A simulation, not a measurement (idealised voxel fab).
process module | voxel fin reveal
The cross-section on display is named cut; it measures 280 nm wide, and its cells are 5 nm squares.
Reading order for cross-sections: top band down to bottom band. Underlying form: a grid of square cells. Band size: one or more rows of cells.
What a band's entry tells you: where the top is and where the bottom is, as heights in nm, and after that what lies inside, material by material from left to right, each with its width in nm. Empty space is written as the word "air", and a single material marked with the word "throughout" occupies the band from edge to edge.
Beneath 0, the wafer as received is one material, and that level is where height counting begins. The lowest band goes on downward without a bottom; it is written like "top 0, no bottom".
You'd read "30 to 40" like this: the band's top row of cells is as wide as the first number, its bottom row is as wide as the second, and going down, every row changes width by the same amount as the row before did.
Key: "nothing altered" - step with no changed cell in the cross-section.
The entry "Closed void roster" lists the empty spaces that cover at least 8 cells and have no open path to the top. Each is written as width x height at distance, where the distance is measured from the left edge and all three values are in nm.
On each step's line, the part that comes after the settings is the simulator's own comment on the step.
Steps that use a mask can have "overlay nm" on their line. It says how far the mask sat to the right of where it was meant to be. Negative means to the left.
### Intended process steps
- 1: RECEIVE | material Si
- 2: CONFORMAL_DEP | material SiN | thk nm 5
- 3: PATTERN | tone cover | mask id FINS | material resist | width nm 15 | pitch nm 40 | thk nm 20 | overlay nm 0
- 4: DIRECTIONAL_ETCH | etch materials SiN | depth nm 5
- 5: DIRECTIONAL_ETCH | etch materials Si | depth nm 40
- 6: STRIP | etch materials resist
- 7: OXIDIZE | depth nm 5
- 8: FILL_DEP | material SiO2 | thk nm 15
- 9: CMP | height nm 5
- 10: SELECTIVE_ETCH | etch materials SiO2 | depth nm 35
- 11: STRIP | etch materials SiN
### as received, after step 1
    top 0, no bottom: Si throughout
    Closed void roster: none
### Wafer at module end, in section. Began as above, planned as above, run with one mistake
    top 0, bottom -30: air (70); Si (15); air (25); Si (15); air (25); Si (15); air (25); Si (15); air (75)
    top -30, bottom -45: SiO2 (70); Si (15); SiO2 (25); Si (15); SiO2 (25); Si (15); SiO2 (25); Si (15); SiO2 (75)
    top -45, no bottom: Si throughout
    Closed void roster: none
What was the processing mistake? step 3 deviated from plan and actually ran as PATTERN | tone cover | mask id FINS | material resist | width nm 25 | pitch nm 40 | thk nm 20 | overlay nm 0
